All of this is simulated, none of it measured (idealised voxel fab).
process module | voxel capacitor over wiring
cross-section cut | 290 nm wide | cells 5 nm
A cross-section is a grid of square cells, given in bands from the top down. A band is one or more rows of cells.
Each band's line starts with the height of the band's top and of its bottom, in nm. Then come its materials from left to right, each with its width in nm. One material with "throughout" fills the band from edge to edge. "air" is empty space.
Height 0 is the level under which the wafer as received is all one material. The lowest band goes on downwards, as in "0 down".
A width such as "30 to 40" changes by the same amount from each row of cells to the next, from the band's top row to its bottom row.
"no change" after a step means that no cell of the cross-section changed.
closed voids: empty space of 8 cells or more with no open way to the top, each as width x height at its distance from the left edge, in nm
after a step's settings: what the simulator itself notes on the step
overlay nm, on a step with a mask: how far to the right of its planned place the mask lay; to the left if negative
plan
1 op RECEIVE | material Si
2 op CONFORMAL_DEP | material SiO2 | thk nm 10
3 op CONFORMAL_DEP | material SiCN | thk nm 5
4 op DIRECTIONAL_DEP | material lowk | thk nm 15
5 op MASKED_ETCH | tone open | mask id METAL_1 | width nm 30 | pitch nm 100 | etch materials lowk | depth nm 15 | overlay nm 0
6 op MASKED_ETCH | tone open | mask id METAL_1 | width nm 30 | pitch nm 100 | etch materials SiCN | depth nm 5 | overlay nm 0
7 op CONFORMAL_DEP | material TiN | thk nm 5
8 op FILL_DEP | material Ru | thk nm 10
9 op CMP | height nm 30
10 op CONFORMAL_DEP | material SiCN | thk nm 5
11 op DIRECTIONAL_DEP | material lowk | thk nm 15
12 op DIRECTIONAL_DEP | material aC | thk nm 15
13 op PATTERN | tone open | mask id PLUG_1 | material resist | width nm 15 | thk nm 30 | overlay nm 0
14 op DIRECTIONAL_ETCH | etch materials aC | depth nm 15
15 op STRIP | etch materials resist
16 op DIRECTIONAL_ETCH | etch materials lowk | depth nm 15
17 op DIRECTIONAL_ETCH | etch materials SiCN | depth nm 5
18 op STRIP | etch materials aC
19 op EPI | material Ru | thk nm 10
20 op EPI | material Ru | thk nm 10
21 op DIRECTIONAL_DEP | material TiN | thk nm 5
22 op DIRECTIONAL_DEP | material Al2O3 | thk nm 5
23 op DIRECTIONAL_DEP | material TiN | thk nm 10
24 op MASKED_ETCH | tone cover | mask id UPPER_PLATE | width nm 75 | etch materials TiN | depth nm 10 | overlay nm 0
25 op MASKED_ETCH | tone cover | mask id UPPER_PLATE | width nm 75 | etch materials Al2O3 | depth nm 5 | overlay nm 0
26 op DIRECTIONAL_DEP | material aC | thk nm 15
27 op PATTERN | tone cover | mask id LOWER_PLATE | material resist | width nm 85 | thk nm 35 | overlay nm 0
28 op DIRECTIONAL_ETCH | etch materials aC | depth nm 15
29 op STRIP | etch materials resist
30 op DIRECTIONAL_ETCH | etch materials TiN | depth nm 5
31 op STRIP | etch materials aC
32 op FILL_DEP | material SiO2 | thk nm 15
33 op CMP | height nm 80
34 op PATTERN | tone open | mask id PLUG_2 | material resist | width nm 15 | thk nm 15 | overlay nm 0
35 op DIRECTIONAL_ETCH | etch materials SiO2 | depth nm 10
36 op STRIP | etch materials resist
37 op CONFORMAL_DEP | material TiN | thk nm 5
38 op FILL_DEP | material Cu | thk nm 10
39 op CMP | height nm 80
40 op CONFORMAL_DEP | material SiN | thk nm 5
as received, after step 1
  0 down: Si throughout
  closed voids: none
a wafer at the end: this start, this plan, one mistake
  85 to 80: SiN throughout
  80 to 75: SiO2 105 | TiN 5 | Cu 5 | TiN 5 | SiO2 170
  75 to 70: SiO2 105 | TiN 15 | SiO2 170
  70 to 60: SiO2 95 | TiN 75 | SiO2 120
  60 to 55: SiO2 95 | Al2O3 75 | SiO2 120
  55 to 50: SiO2 90 | TiN 85 | SiO2 115
  50 to 35: lowk 95 | Ru 15 | lowk 180
  35 to 30: SiCN 95 | Ru 15 | SiCN 180
  30 to 15: lowk 80 | Cu 5 | Ru 20 | Cu 5 | lowk 70 | Cu 5 | Ru 20 | Cu 5 | lowk 80
  15 to 10: SiCN 80 | Cu 30 | SiCN 70 | Cu 30 | SiCN 80
  10 to 0: SiO2 throughout
  0 down: Si throughout
  closed voids: none
what went wrong: step 7 ran as: op CONFORMAL_DEP | material Cu | thk nm 5
